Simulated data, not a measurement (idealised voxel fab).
The process module presented herein is designated voxel transistor to metal.
Square cells of 5 nm make up the cross-section cut, whose width is 155 nm.
Cross-section, as written here: a square-cell grid given band by band from the top down, where a band holds one or more rows of cells. Band: top height; bottom height; in nm. Then, left to right: material with width in nm, for each material. "all across": a single material spanning edge to edge. "air": empty space. It should be noted that heights are counted from 0, beneath which the wafer as supplied is of one material throughout, and that the lowest band possesses no lower boundary but continues downward, as written in "0 -> down". Read "30 to 40" as a graded width: first number on top, second number at the bottom, same change between each pair of neighbouring rows. Basically "no change occurred" means that step didn't change any cell in the cross-section. Voids not open to the top, 8 cells minimum: see "Completely sealed voids". Written width x height at distance; distance is from the left edge; nm. Anything after a step's settings on that line? It's the simulator's own note about the step. overlay nm: how far to the right of its planned place the mask lay on this masked step (negative: to the left). Before/after cross-section pairs, one process step each; after shown to lowest changed band; step and settings beneath. Pairs may be from different runs of this module on the same starting wafer; a pair continues from the one above only where its "Pre-step cross-section" entry says so.
-- Pre-step cross-section
> 150 -> 135  aC 35  air 15  aC 50  air 15  aC 40
> 135 -> 115  SiO2 35  air 15  SiO2 50  air 15  SiO2 40
> 115 -> 100  SiO2 35  aC 15  SiO2 50  aC 15  SiO2 40
> 100 -> 65  SiO2 all across
> 65 -> 60  SiCN all across
> 60 -> 45  SiO2 30  SiN 5  Ru 20  SiN 5  SiO2 35  SiN 5  Ru 20  SiN 5  SiO2 30
> 45 -> 40  SiN 35  TiN 20  SiN 45  TiN 20  SiN 35
> 40 -> 30  SiO2 35  TiN 5  Ru 20 to 15  TiN 5 to 10  SiO2 25  TiN 5 to 10  Ru 20 to 15  TiN 5  SiO2 35
> 30 -> 20  SiO2 35  TiN 5  Ru 15  TiN 5  SiN 10  SiCN 15  SiN 10  TiN 5  Ru 15  TiN 5  SiO2 35
> 20 -> 0  SiO2 35  TiN 5  Ru 15  TiN 5  SiN 10  polySi 15  SiN 10  TiN 5  Ru 15  TiN 5  SiO2 35
> 0 -> -5  SiO2 35  TiN 25  SiN 10  polySi 15  SiN 10  TiN 25  SiO2 35
> -5 -> -10  SiO2 25  nSi 35  SiO2 35  nSi 35  SiO2 25
> -10 -> -40  SiO2 30  Si 95  SiO2 30
> -40 -> down  Si all across
> Completely sealed voids: none
-- Post-Step Section View
> 185 -> 150  resist 35  air 20  resist 45  air 20  resist 35
> Rest of section, below 150: as before.
> Completely sealed voids: none
Step taken after the before cross-section and before the after cross-section above: PATTERN | tone open | mask id METAL_2 | material resist | width nm 20 | pitch nm 65 | thk nm 35 | overlay nm 0
Pre-step cross-section: see the after view in the pair directly above.
-- Post-Step Section View
> 170 -> 150  resist 35  air 20  resist 45  air 20  resist 35
> 150 -> 135  aC 35  air 20  aC 45  air 20  aC 35
> 135 -> 100  SiO2 35  air 15  SiO2 50  air 15  SiO2 40
> Rest of section, below 100: as before.
> Completely sealed voids: none
Step taken after the before cross-section and before the after cross-section above: DIRECTIONAL_ETCH | etch materials aC | depth nm 15
Pre-step cross-section: see the after view in the pair directly above.
-- Post-Step Section View
> 150 -> 135  aC 35  air 20  aC 45  air 20  aC 35
> Rest of section, below 135: as before.
> Completely sealed voids: none
Step taken after the before cross-section and before the after cross-section above: STRIP | etch materials resist
Pre-step cross-section: see the after view in the pair directly above.
-- Post-Step Section View
> 150 -> 135  aC 35  air 20  aC 45  air 20  aC 35
> 135 -> 115  SiO2 35  air 20  SiO2 45  air 20  SiO2 35
> 115 -> 80  SiO2 35  air 15  SiO2 50  air 15  SiO2 40
> Rest of section, below 80: as before.
> Completely sealed voids: none
Step taken after the before cross-section and before the after cross-section above: DIRECTIONAL_ETCH | etch materials SiO2 | depth nm 20
Pre-step cross-section: see the after view in the pair directly above.
-- Post-Step Section View
> 135 -> 115  SiO2 35  air 20  SiO2 45  air 20  SiO2 35
> Rest of section, below 115: as before.
> Completely sealed voids: none
Step taken after the before cross-section and before the after cross-section above: STRIP | etch materials aC
Pre-step cross-section: see the after view in the pair directly above.
-- Post-Step Section View
> 140 -> 135  TiN 40  air 10  TiN 55  air 10  TiN 40
> 135 -> 120  SiO2 35  TiN 5  air 10  TiN 5  SiO2 45  TiN 5  air 10  TiN 5  SiO2 35
> 120 -> 115  SiO2 35  TiN 5  air 5  TiN 10  SiO2 45  TiN 5  air 5  TiN 10  SiO2 35
> 115 -> 85  SiO2 35  TiN 5  air 5  TiN 5  SiO2 50  TiN 5  air 5  TiN 5  SiO2 40
> 85 -> 80  SiO2 35  TiN 15  SiO2 50  TiN 15  SiO2 40
> Rest of section, below 80: as before.
> Completely sealed voids: none
Step taken after the before cross-section and before the after cross-section above: CONFORMAL_DEP | material TiN | thk nm 5
Pre-step cross-section: see the after view in the pair directly above.
-- Post-Step Section View
> 145 -> 140  Ru all across
> 140 -> 135  TiN 40  Ru 10  TiN 55  Ru 10  TiN 40
> 135 -> 120  SiO2 35  TiN 5  Ru 10  TiN 5  SiO2 45  TiN 5  Ru 10  TiN 5  SiO2 35
> 120 -> 115  SiO2 35  TiN 5  Ru 5  TiN 10  SiO2 45  TiN 5  Ru 5  TiN 10  SiO2 35
> 115 -> 85  SiO2 35  TiN 5  Ru 5  TiN 5  SiO2 50  TiN 5  Ru 5  TiN 5  SiO2 40
> Rest of section, below 85: as before.
> Completely sealed voids: none
Step taken after the before cross-section and before the after cross-section above: FILL_DEP | material Ru | thk nm 5
Pre-step cross-section: see the after view in the pair directly above.
-- Post-Step Section View
> 100 -> 85  SiO2 35  TiN 5  Ru 5  TiN 5  SiO2 50  TiN 5  Ru 5  TiN 5  SiO2 40
> Rest of section, below 85: as before.
> Completely sealed voids: none
Step taken after the before cross-section and before the after cross-section above: CMP | height nm 100
Pre-step cross-section: see the after view in the pair directly above.
-- Post-Step Section View
> 105 -> 100  SiN all across
> Rest of section, below 100: as before.
> Completely sealed voids: none
Step taken after the before cross-section and before the after cross-section above: CONFORMAL_DEP | material SiN | thk nm 5
-- Pre-step cross-section
> 15 -> 0  air 25  SiN 105  air 25
> 0 -> -5  SiO2 all across
> -5 -> -40  SiO2 30  Si 95  SiO2 30
> -40 -> down  Si all across
> Completely sealed voids: none
-- Post-Step Section View
> 15 -> 0  air 25  SiN 105  air 25
> 0 -> -5  air 30  SiO2 95  air 30
> Rest of section, below -5: as before.
> Completely sealed voids: none
Step taken after the before cross-section and before the after cross-section above: SELECTIVE_ETCH | etch materials SiO2 | depth nm 5
Pre-step cross-section: see the after view in the pair directly above.
-- Post-Step Section View
> 0 -> -5  air 30  SiO2 95  air 30
> Rest of section, below -5: as before.
> Completely sealed voids: none
Step taken after the before cross-section and before the after cross-section above: STRIP | etch materials SiN
Pre-step cross-section: see the after view in the pair directly above.
-- Post-Step Section View
> 25 -> 20  air 30  polySi 95  air 30
> 20 -> 0  polySi all across
> 0 -> -5  polySi 30  SiO2 95  polySi 30
> Rest of section, below -5: as before.
> Completely sealed voids: none
Step taken after the before cross-section and before the after cross-section above: DIRECTIONAL_DEP | material polySi | thk nm 25
Pre-step cross-section: see the after view in the pair directly above.
-- Post-Step Section View
> 35 -> 30  air 30  SiCN 95  air 30
> 30 -> 25  SiCN all across
> 25 -> 20  SiCN 30  polySi 95  SiCN 30
> Rest of section, below 20: as before.
> Completely sealed voids: none
Step taken after the before cross-section and before the after cross-section above: DIRECTIONAL_DEP | material SiCN | thk nm 10
Pre-step cross-section: see the after view in the pair directly above.
-- Post-Step Section View
> 50 -> 35  air 70  resist 15  air 70
> Rest of section, below 35: as before.
> Completely sealed voids: none
Step taken after the before cross-section and before the after cross-section above: PATTERN | tone cover | mask id GATE | material resist | width nm 15 | thk nm 15 | overlay nm 0
Pre-step cross-section: see the after view in the pair directly above.
-- Post-Step Section View
> 50 -> 35  air 70  resist 15  air 70
> 35 -> 25  air 70  SiCN 15  air 70
> 25 -> 20  air 30  polySi 95  air 30
> Rest of section, below 20: as before.
> Completely sealed voids: none
Step taken after the before cross-section and before the after cross-section above: DIRECTIONAL_ETCH | etch materials SiCN | depth nm 20
Pre-step cross-section: see the after view in the pair directly above.
-- Post-Step Section View
> 50 -> 35  air 70  resist 15  air 70
> 35 -> 25  air 70  SiCN 15  air 70
> 25 -> 0  air 70  polySi 15  air 70
> 0 -> -5  air 30  SiO2 95  air 30
> Rest of section, below -5: as before.
> Completely sealed voids: none
Step taken after the before cross-section and before the after cross-section above: DIRECTIONAL_ETCH | etch materials polySi | depth nm 35
Pre-step cross-section: see the after view in the pair directly above.
-- Post-Step Section View
> 35 -> 25  air 70  SiCN 15  air 70
> Rest of section, below 25: as before.
> Completely sealed voids: none
Step taken after the before cross-section and before the after cross-section above: STRIP | etch materials resist
Pre-step cross-section: see the after view in the pair directly above.
-- Post-Step Section View
> 45 -> 35  air 60  SiN 35  air 60
> 35 -> 25  air 60  SiN 10  SiCN 15  SiN 10  air 60
> 25 -> 10  air 60  SiN 10  polySi 15  SiN 10  air 60
> 10 -> 5  air 20  SiN 50  polySi 15  SiN 50  air 20
> 5 -> 0  SiN 70  polySi 15  SiN 70
> 0 -> -5  SiN 30  SiO2 95  SiN 30
> Rest of section, below -5: as before.
> Completely sealed voids: none
Step taken after the before cross-section and before the after cross-section above: CONFORMAL_DEP | material SiN | thk nm 10
Pre-step cross-section: see the after view in the pair directly above.
-- Post-Step Section View
> 35 -> 25  air 60  SiN 10  SiCN 15  SiN 10  air 60
> 25 -> 0  air 60  SiN 10  polySi 15  SiN 10  air 60
> 0 -> -5  air 20  SiN 10  SiO2 95  SiN 10  air 20
> Rest of section, below -5: as before.
> Completely sealed voids: none
Step taken after the before cross-section and before the after cross-section above: DIRECTIONAL_ETCH | etch materials SiN | depth nm 10
Pre-step cross-section: see the after view in the pair directly above.
-- Post-Step Section View
> 35 -> 25  air 60  SiN 10  SiCN 15  SiN 10  air 60
> 25 -> 0  air 60  SiN 10  polySi 15  SiN 10  air 60
> 0 -> -5  air 20  SiN 10  air 30  SiO2 35  air 30  SiN 10  air 20
> -5 -> -10  air 20  SiO2 10  Si 95  SiO2 10  air 20
> Rest of section, below -10: as before.
> Completely sealed voids: none
Step taken after the before cross-section and before the after cross-section above: DIRECTIONAL_ETCH | etch materials SiO2 | depth nm 5
Pre-step cross-section: see the after view in the pair directly above.
-- Post-Step Section View
> 35 -> 25  air 60  SiN 10  SiCN 15  SiN 10  air 60
> 25 -> 0  air 60  SiN 10  polySi 15  SiN 10  air 60
> 0 -> -5  air 20  SiN 10  nSi 30  SiO2 35  nSi 30  SiN 10  air 20
> Rest of section, below -5: as before.
> Completely sealed voids: none
Step taken after the before cross-section and before the after cross-section above: EPI | material nSi | thk nm 5
Pre-step cross-section: see the after view in the pair directly above.
-- Post-Step Section View
> 45 -> 35  SiO2 all across
> 35 -> 25  SiO2 60  SiN 10  SiCN 15  SiN 10  SiO2 60
> 25 -> 0  SiO2 60  SiN 10  polySi 15  SiN 10  SiO2 60
> 0 -> -5  SiO2 20  SiN 10  nSi 30  SiO2 35  nSi 30  SiN 10  SiO2 20
> -5 -> -40  SiO2 30  Si 95  SiO2 30
> Rest of section, below -40: as before.
> Completely sealed voids: none
Step taken after the before cross-section and before the after cross-section above: FILL_DEP | material SiO2 | thk nm 10
Pre-step cross-section: see the after view in the pair directly above.
-- Post-Step Section View
> 30 -> 25  SiO2 60  SiN 10  SiCN 15  SiN 10  SiO2 60
> Rest of section, below 25: as before.
> Completely sealed voids: none
Step taken after the before cross-section and before the after cross-section above: CMP | height nm 30
Pre-step cross-section: see the after view in the pair directly above.
-- Post-Step Section View
> 40 -> 30  SiO2 all across
> Rest of section, below 30: as before.
> Completely sealed voids: none
Step taken after the before cross-section and before the after cross-section above: DIRECTIONAL_DEP | material SiO2 | thk nm 10
Pre-step cross-section: see the after view in the pair directly above.
-- Post-Step Section View
> 60 -> 40  resist 35  air 30  resist 25  air 30  resist 35
> Rest of section, below 40: as before.
> Completely sealed voids: none
Step taken after the before cross-section and before the after cross-section above: PATTERN | tone open | mask id CONTACT | material resist | width nm 30 | pitch nm 55 | thk nm 20 | overlay nm 0
Pre-step cross-section: see the after view in the pair directly above.
-- Post-Step Section View
> 60 -> 40  resist 35  air 30  resist 25  air 30  resist 35
> 40 -> 30  SiO2 35  air 30  SiO2 25  air 30  SiO2 35
> 30 -> 25  SiO2 35  air 25  SiN 10  SiCN 15  SiN 10  air 25  SiO2 35
> 25 -> 0  SiO2 35  air 25  SiN 10  polySi 15  SiN 10  air 25  SiO2 35
> Rest of section, below 0: as before.
> Completely sealed voids: none
Step taken after the before cross-section and before the after cross-section above: DIRECTIONAL_ETCH | etch materials SiO2 | depth nm 45
Pre-step cross-section: see the after view in the pair directly above.
-- Post-Step Section View
> 40 -> 30  SiO2 35  air 30  SiO2 25  air 30  SiO2 35
> Rest of section, below 30: as before.
> Completely sealed voids: none
Step taken after the before cross-section and before the after cross-section above: STRIP | etch materials resist
Pre-step cross-section: see the after view in the pair directly above.
-- Post-Step Section View
> 45 -> 40  TiN 40  air 20  TiN 35  air 20  TiN 40
> 40 -> 30  SiO2 35  TiN 5  air 20 to 15  TiN 5 to 10  SiO2 25  TiN 5 to 10  air 20 to 15  TiN 5  SiO2 35
> 30 -> 25  SiO2 35  TiN 5  air 15  TiN 5  SiN 10  SiCN 15  SiN 10  TiN 5  air 15  TiN 5  SiO2 35
> 25 -> 5  SiO2 35  TiN 5  air 15  TiN 5  SiN 10  polySi 15  SiN 10  TiN 5  air 15  TiN 5  SiO2 35
> 5 -> 0  SiO2 35  TiN 25  SiN 10  polySi 15  SiN 10  TiN 25  SiO2 35
> Rest of section, below 0: as before.
> Completely sealed voids: none
Step taken after the before cross-section and before the after cross-section above: CONFORMAL_DEP | material TiN | thk nm 5
Pre-step cross-section: see the after view in the pair directly above.
-- Post-Step Section View
> 50 -> 45  Ru all across
> 45 -> 40  TiN 40  Ru 20  TiN 35  Ru 20  TiN 40
> 40 -> 30  SiO2 35  TiN 5  Ru 20 to 15  TiN 5 to 10  SiO2 25  TiN 5 to 10  Ru 20 to 15  TiN 5  SiO2 35
> 30 -> 25  SiO2 35  TiN 5  Ru 15  TiN 5  SiN 10  SiCN 15  SiN 10  TiN 5  Ru 15  TiN 5  SiO2 35
> 25 -> 5  SiO2 35  TiN 5  Ru 15  TiN 5  SiN 10  polySi 15  SiN 10  TiN 5  Ru 15  TiN 5  SiO2 35
> Rest of section, below 5: as before.
> Completely sealed voids: none
Step taken after the before cross-section and before the after cross-section above: FILL_DEP | material Ru | thk nm 5
Pre-step cross-section: see the after view in the pair directly above.
-- Post-Step Section View
> 40 -> 30  SiO2 35  TiN 5  Ru 20 to 15  TiN 5 to 10  SiO2 25  TiN 5 to 10  Ru 20 to 15  TiN 5  SiO2 35
> Rest of section, below 30: as before.
> Completely sealed voids: none
Step taken after the before cross-section and before the after cross-section above: CMP | height nm 40
Pre-step cross-section: see the after view in the pair directly above.
-- Post-Step Section View
> 45 -> 40  TiN all across
> Rest of section, below 40: as before.
> Completely sealed voids: none
Step taken after the before cross-section and before the after cross-section above: DIRECTIONAL_DEP | material TiN | thk nm 5
Pre-step cross-section: see the after view in the pair directly above.
-- Post-Step Section View
> 60 -> 45  Ru all across
> Rest of section, below 45: as before.
> Completely sealed voids: none
Step taken after the before cross-section and before the after cross-section above: DIRECTIONAL_DEP | material Ru | thk nm 15
Pre-step cross-section: see the after view in the pair directly above.
-- Post-Step Section View
> 75 -> 60  air 35  resist 20  air 45  resist 20  air 35
> Rest of section, below 60: as before.
> Completely sealed voids: none
Step taken after the before cross-section and before the after cross-section above: PATTERN | tone cover | mask id METAL_1 | material resist | width nm 20 | pitch nm 65 | thk nm 15 | overlay nm 0
Pre-step cross-section: see the after view in the pair directly above.
-- Post-Step Section View
> 75 -> 60  air 35  resist 20  air 45  resist 20  air 35
> 60 -> 45  air 35  Ru 20  air 45  Ru 20  air 35
> Rest of section, below 45: as before.
> Completely sealed voids: none
Step taken after the before cross-section and before the after cross-section above: DIRECTIONAL_ETCH | etch materials Ru | depth nm 15
Pre-step cross-section: see the after view in the pair directly above.
-- Post-Step Section View
> 75 -> 60  air 35  resist 20  air 45  resist 20  air 35
> 60 -> 45  air 35  Ru 20  air 45  Ru 20  air 35
> 45 -> 40  air 35  TiN 20  air 45  TiN 20  air 35
> Rest of section, below 40: as before.
> Completely sealed voids: none
Step taken after the before cross-section and before the after cross-section above: DIRECTIONAL_ETCH | etch materials TiN | depth nm 5
Pre-step cross-section: see the after view in the pair directly above.
-- Post-Step Section View
> 60 -> 45  air 35  Ru 20  air 45  Ru 20  air 35
> Rest of section, below 45: as before.
> Completely sealed voids: none
Step taken after the before cross-section and before the after cross-section above: STRIP | etch materials resist
Pre-step cross-section: see the after view in the pair directly above.
-- Post-Step Section View
> 65 -> 60  air 30  SiN 30  air 35  SiN 30  air 30
> 60 -> 45  air 30  SiN 5  Ru 20  SiN 5  air 35  SiN 5  Ru 20  SiN 5  air 30
> 45 -> 40  SiN 35  TiN 20  SiN 45  TiN 20  SiN 35
> Rest of section, below 40: as before.
> Completely sealed voids: none
Step taken after the before cross-section and before the after cross-section above: CONFORMAL_DEP | material SiN | thk nm 5
Pre-step cross-section: see the after view in the pair directly above.
-- Post-Step Section View
> 70 -> 65  SiO2 all across
> 65 -> 60  SiO2 30  SiN 30  SiO2 35  SiN 30  SiO2 30
> 60 -> 45  SiO2 30  SiN 5  Ru 20  SiN 5  SiO2 35  SiN 5  Ru 20  SiN 5  SiO2 30
> Rest of section, below 45: as before.
> Completely sealed voids: none
Step taken after the before cross-section and before the after cross-section above: FILL_DEP | material SiO2 | thk nm 5
Pre-step cross-section: see the after view in the pair directly above.
-- Post-Step Section View
> 60 -> 45  SiO2 30  SiN 5  Ru 20  SiN 5  SiO2 35  SiN 5  Ru 20  SiN 5  SiO2 30
> Rest of section, below 45: as before.
> Completely sealed voids: none
Step taken after the before cross-section and before the after cross-section above: CMP | height nm 60
Pre-step cross-section: see the after view in the pair directly above.
-- Post-Step Section View
> 65 -> 60  SiCN all across
> Rest of section, below 60: as before.
> Completely sealed voids: none
Step taken after the before cross-section and before the after cross-section above: CONFORMAL_DEP | material SiCN | thk nm 5
Pre-step cross-section: see the after view in the pair directly above.
-- Post-Step Section View
> 100 -> 65  SiO2 all across
> Rest of section, below 65: as before.
> Completely sealed voids: none
Step taken after the before cross-section and before the after cross-section above: DIRECTIONAL_DEP | material SiO2 | thk nm 35
Pre-step cross-section: see the after view in the pair directly above.
-- Post-Step Section View
> 110 -> 100  aC all across
> Rest of section, below 100: as before.
> Completely sealed voids: none
Step taken after the before cross-section and before the after cross-section above: DIRECTIONAL_DEP | material aC | thk nm 10
Pre-step cross-section: see the after view in the pair directly above.
-- Post-Step Section View
> 140 -> 110  resist 35  air 15  resist 50  air 15  resist 40
> Rest of section, below 110: as before.
> Completely sealed voids: none
Step taken after the before cross-section and before the after cross-section above: PATTERN | tone open | mask id METAL_2_HOLES | material resist | width nm 15 | pitch nm 65 | thk nm 30 | overlay nm 0
Pre-step cross-section: see the after view in the pair directly above.
-- Post-Step Section View
> 130 -> 110  resist 35  air 15  resist 50  air 15  resist 40
> 110 -> 100  aC 35  air 15  aC 50  air 15  aC 40
> Rest of section, below 100: as before.
> Completely sealed voids: none
Step taken after the before cross-section and before the after cross-section above: DIRECTIONAL_ETCH | etch materials aC | depth nm 10
Pre-step cross-section: see the after view in the pair directly above.
-- Post-Step Section View
> 110 -> 100  aC 35  air 15  aC 50  air 15  aC 40
> Rest of section, below 100: as before.
> Completely sealed voids: none
Step taken after the before cross-section and before the after cross-section above: STRIP | etch materials resist
Pre-step cross-section: see the after view in the pair directly above.
-- Post-Step Section View
> 110 -> 100  aC 35  air 15  aC 50  air 15  aC 40
> 100 -> 65  SiO2 35  air 15  SiO2 50  air 15  SiO2 40
> Rest of section, below 65: as before.
> Completely sealed voids: none
Step taken after the before cross-section and before the after cross-section above: DIRECTIONAL_ETCH | etch materials SiO2 | depth nm 35
Pre-step cross-section: see the after view in the pair directly above.
-- Post-Step Section View
> 100 -> 65  SiO2 35  air 15  SiO2 50  air 15  SiO2 40
> Rest of section, below 65: as before.
> Completely sealed voids: none
Step taken after the before cross-section and before the after cross-section above: STRIP | etch materials aC
Pre-step cross-section: see the after view in the pair directly above.
-- Post-Step Section View
> 115 -> 100  aC 35  air 15  aC 50  air 15  aC 40
> 100 -> 80  SiO2 35  air 15  SiO2 50  air 15  SiO2 40
> 80 -> 65  SiO2 35  aC 15  SiO2 50  aC 15  SiO2 40
> Rest of section, below 65: as before.
> Completely sealed voids: none
Step taken after the before cross-section and before the after cross-section above: DIRECTIONAL_DEP | material aC | thk nm 15
Pre-step cross-section: see the after view in the pair directly above.
-- Post-Step Section View
> 150 -> 115  resist 35  air 20  resist 45  air 20  resist 35
> Rest of section, below 115: as before.
> Completely sealed voids: none
Step taken after the before cross-section and before the after cross-section above: PATTERN | tone open | mask id METAL_2 | material resist | width nm 20 | pitch nm 65 | thk nm 35 | overlay nm 0
Pre-step cross-section: see the after view in the pair directly above.
-- Post-Step Section View
> 135 -> 115  resist 35  air 20  resist 45  air 20  resist 35
> 115 -> 100  aC 35  air 20  aC 45  air 20  aC 35
> 100 -> 65  SiO2 35  air 15  SiO2 50  air 15  SiO2 40
> Rest of section, below 65: as before.
> Completely sealed voids: none
Step taken after the before cross-section and before the after cross-section above: DIRECTIONAL_ETCH | etch materials aC | depth nm 15
Pre-step cross-section: see the after view in the pair directly above.
-- Post-Step Section View
> 115 -> 100  aC 35  air 20  aC 45  air 20  aC 35
> Rest of section, below 100: as before.
> Completely sealed voids: none
Step taken after the before cross-section and before the after cross-section above: STRIP | etch materials resist
Pre-step cross-section: see the after view in the pair directly above.
-- Post-Step Section View
> 115 -> 100  aC 35  air 20  aC 45  air 20  aC 35
> 100 -> 80  SiO2 35  air 20  SiO2 45  air 20  SiO2 35
> Rest of section, below 80: as before.
> Completely sealed voids: none
Step taken after the before cross-section and before the after cross-section above: DIRECTIONAL_ETCH | etch materials SiO2 | depth nm 20
Pre-step cross-section: see the after view in the pair directly above.
-- Post-Step Section View
> 115 -> 100  aC 35  air 20  aC 45  air 20  aC 35
> 100 -> 80  SiO2 35  air 20  SiO2 45  air 20  SiO2 35
> 80 -> 65  SiO2 35  air 15  SiO2 50  air 15  SiO2 40
> 65 -> 60  SiCN 35  air 15  SiCN 50  air 15  SiCN 40
> Rest of section, below 60: as before.
> Completely sealed voids: none
Step taken after the before cross-section and before the after cross-section above: DIRECTIONAL_ETCH | etch materials SiCN | depth nm 5
Pre-step cross-section: see the after view in the pair directly above.
-- Post-Step Section View
> 100 -> 80  SiO2 35  air 20  SiO2 45  air 20  SiO2 35
> Rest of section, below 80: as before.
> Completely sealed voids: none
Step taken after the before cross-section and before the after cross-section above: STRIP | etch materials aC
Pre-step cross-section: see the after view in the pair directly above.
-- Post-Step Section View
> 105 -> 100  TiN 40  air 10  TiN 55  air 10  TiN 40
> 100 -> 85  SiO2 35  TiN 5  air 10  TiN 5  SiO2 45  TiN 5  air 10  TiN 5  SiO2 35
> 85 -> 80  SiO2 35  TiN 5  air 5  TiN 10  SiO2 45  TiN 5  air 5  TiN 10  SiO2 35
> 80 -> 65  SiO2 35  TiN 5  air 5  TiN 5  SiO2 50  TiN 5  air 5  TiN 5  SiO2 40
> 65 -> 60  SiCN 35  TiN 15  SiCN 50  TiN 15  SiCN 40
> Rest of section, below 60: as before.
> Completely sealed voids: none
Step taken after the before cross-section and before the after cross-section above: CONFORMAL_DEP | material TiN | thk nm 5
Pre-step cross-section: see the after view in the pair directly above.
-- Post-Step Section View
> 110 -> 105  Ru all across
> 105 -> 100  TiN 40  Ru 10  TiN 55  Ru 10  TiN 40
> 100 -> 85  SiO2 35  TiN 5  Ru 10  TiN 5  SiO2 45  TiN 5  Ru 10  TiN 5  SiO2 35
> 85 -> 80  SiO2 35  TiN 5  Ru 5  TiN 10  SiO2 45  TiN 5  Ru 5  TiN 10  SiO2 35
> 80 -> 65  SiO2 35  TiN 5  Ru 5  TiN 5  SiO2 50  TiN 5  Ru 5  TiN 5  SiO2 40
> Rest of section, below 65: as before.
> Completely sealed voids: none
Step taken after the before cross-section and before the after cross-section above: FILL_DEP | material Ru | thk nm 5
Pre-step cross-section: see the after view in the pair directly above.
-- Post-Step Section View
> 100 -> 85  SiO2 35  TiN 5  Ru 10  TiN 5  SiO2 45  TiN 5  Ru 10  TiN 5  SiO2 35
> Rest of section, below 85: as before.
> Completely sealed voids: none
Step taken after the before cross-section and before the after cross-section above: CMP | height nm 100
Pre-step cross-section: see the after view in the pair directly above.
-- Post-Step Section View
> 105 -> 100  SiN all across
> Rest of section, below 100: as before.
> Completely sealed voids: none
Step taken after the before cross-section and before the after cross-section above: CONFORMAL_DEP | material SiN | thk nm 5
-- Pre-step cross-section
> 30 -> 20  air 70  SiCN 15  air 70
> 20 -> -5  air 70  polySi 15  air 70
> -5 -> -10  SiO2 all across
> -10 -> -40  SiO2 30  Si 95  SiO2 30
> -40 -> down  Si all across
> Completely sealed voids: none
-- Post-Step Section View
> 35 -> 30  air 65  SiN 25  air 65
> 30 -> 20  air 65  SiN 5  SiCN 15  SiN 5  air 65
> 20 -> 0  air 65  SiN 5  polySi 15  SiN 5  air 65
> 0 -> -5  SiN 70  polySi 15  SiN 70
> Rest of section, below -5: as before.
> Completely sealed voids: none
Step taken after the before cross-section and before the after cross-section above: CONFORMAL_DEP | material SiN | thk nm 5
Pre-step cross-section: see the after view in the pair directly above.
-- Post-Step Section View
> 30 -> 25  air 70  SiCN 15  air 70
> 25 -> 20  air 65  SiN 5  SiCN 15  SiN 5  air 65
> 20 -> -5  air 65  SiN 5  polySi 15  SiN 5  air 65
> Rest of section, below -5: as before.
> Completely sealed voids: none
Step taken after the before cross-section and before the after cross-section above: DIRECTIONAL_ETCH | etch materials SiN | depth nm 10
Pre-step cross-section: see the after view in the pair directly above.
-- Post-Step Section View
> 30 -> 25  air 70  SiCN 15  air 70
> 25 -> 20  air 65  SiN 5  SiCN 15  SiN 5  air 65
> 20 -> -5  air 65  SiN 5  polySi 15  SiN 5  air 65
> -5 -> -10  air 65  SiO2 25  air 65
> Rest of section, below -10: as before.
> Completely sealed voids: none
Step taken after the before cross-section and before the after cross-section above: DIRECTIONAL_ETCH | etch materials SiO2 | depth nm 5
Pre-step cross-section: see the after view in the pair directly above.
-- Post-Step Section View
> 30 -> 25  air 70  SiCN 15  air 70
> 25 -> 20  air 65  SiN 5  SiCN 15  SiN 5  air 65
> 20 -> -5  air 65  SiN 5  polySi 15  SiN 5  air 65
> -5 -> -10  air 25  nSi 40  SiO2 25  nSi 40  air 25
> Rest of section, below -10: as before.
> Completely sealed voids: none
Step taken after the before cross-section and before the after cross-section above: EPI | material nSi | thk nm 5
Pre-step cross-section: see the after view in the pair directly above.
-- Post-Step Section View
> 40 -> 30  SiO2 all across
> 30 -> 25  SiO2 70  SiCN 15  SiO2 70
> 25 -> 20  SiO2 65  SiN 5  SiCN 15  SiN 5  SiO2 65
> 20 -> -5  SiO2 65  SiN 5  polySi 15  SiN 5  SiO2 65
> -5 -> -10  SiO2 25  nSi 40  SiO2 25  nSi 40  SiO2 25
> Rest of section, below -10: as before.
> Completely sealed voids: none
Step taken after the before cross-section and before the after cross-section above: FILL_DEP | material SiO2 | thk nm 10
Pre-step cross-section: see the after view in the pair directly above.
-- Post-Step Section View
> 30 -> 25  SiO2 70  SiCN 15  SiO2 70
> Rest of section, below 25: as before.
> Completely sealed voids: none
Step taken after the before cross-section and before the after cross-section above: CMP | height nm 30
Pre-step cross-section: see the after view in the pair directly above.
-- Post-Step Section View
> 40 -> 30  SiO2 all across
> Rest of section, below 30: as before.
> Completely sealed voids: none
Step taken after the before cross-section and before the after cross-section above: DIRECTIONAL_DEP | material SiO2 | thk nm 10
Pre-step cross-section: see the after view in the pair directly above.
-- Post-Step Section View
> 60 -> 40  resist 35  air 30  resist 25  air 30  resist 35
> Rest of section, below 40: as before.
> Completely sealed voids: none
Step taken after the before cross-section and before the after cross-section above: PATTERN | tone open | mask id CONTACT | material resist | width nm 30 | pitch nm 55 | thk nm 20 | overlay nm 0
Pre-step cross-section: see the after view in the pair directly above.
-- Post-Step Section View
> 60 -> 40  resist 35  air 30  resist 25  air 30  resist 35
> 40 -> 30  SiO2 35  air 30  SiO2 25  air 30  SiO2 35
> 30 -> 25  SiO2 35  air 30  SiO2 5  SiCN 15  SiO2 5  air 30  SiO2 35
> 25 -> 20  SiO2 35  air 30  SiN 5  SiCN 15  SiN 5  air 30  SiO2 35
> 20 -> -5  SiO2 35  air 30  SiN 5  polySi 15  SiN 5  air 30  SiO2 35
> Rest of section, below -5: as before.
> Completely sealed voids: none
Step taken after the before cross-section and before the after cross-section above: DIRECTIONAL_ETCH | etch materials SiO2 | depth nm 45
Pre-step cross-section: see the after view in the pair directly above.
-- Post-Step Section View
> 40 -> 30  SiO2 35  air 30  SiO2 25  air 30  SiO2 35
> Rest of section, below 30: as before.
> Completely sealed voids: none
Step taken after the before cross-section and before the after cross-section above: STRIP | etch materials resist
Pre-step cross-section: see the after view in the pair directly above.
-- Post-Step Section View
> 45 -> 40  TiN 40  air 20  TiN 35  air 20  TiN 40
> 40 -> 30  SiO2 35  TiN 5  air 20  TiN 5  SiO2 25  TiN 5  air 20  TiN 5  SiO2 35
> 30 -> 25  SiO2 35  TiN 5  air 20  TiN 5  SiO2 5  SiCN 15  SiO2 5  TiN 5  air 20  TiN 5  SiO2 35
> 25 -> 20  SiO2 35  TiN 5  air 20  TiN 5  SiN 5  SiCN 15  SiN 5  TiN 5  air 20  TiN 5  SiO2 35
> 20 -> 0  SiO2 35  TiN 5  air 20  TiN 5  SiN 5  polySi 15  SiN 5  TiN 5  air 20  TiN 5  SiO2 35
> 0 -> -5  SiO2 35  TiN 30  SiN 5  polySi 15  SiN 5  TiN 30  SiO2 35
> Rest of section, below -5: as before.
> Completely sealed voids: none
Step taken after the before cross-section and before the after cross-section above: CONFORMAL_DEP | material TiN | thk nm 5
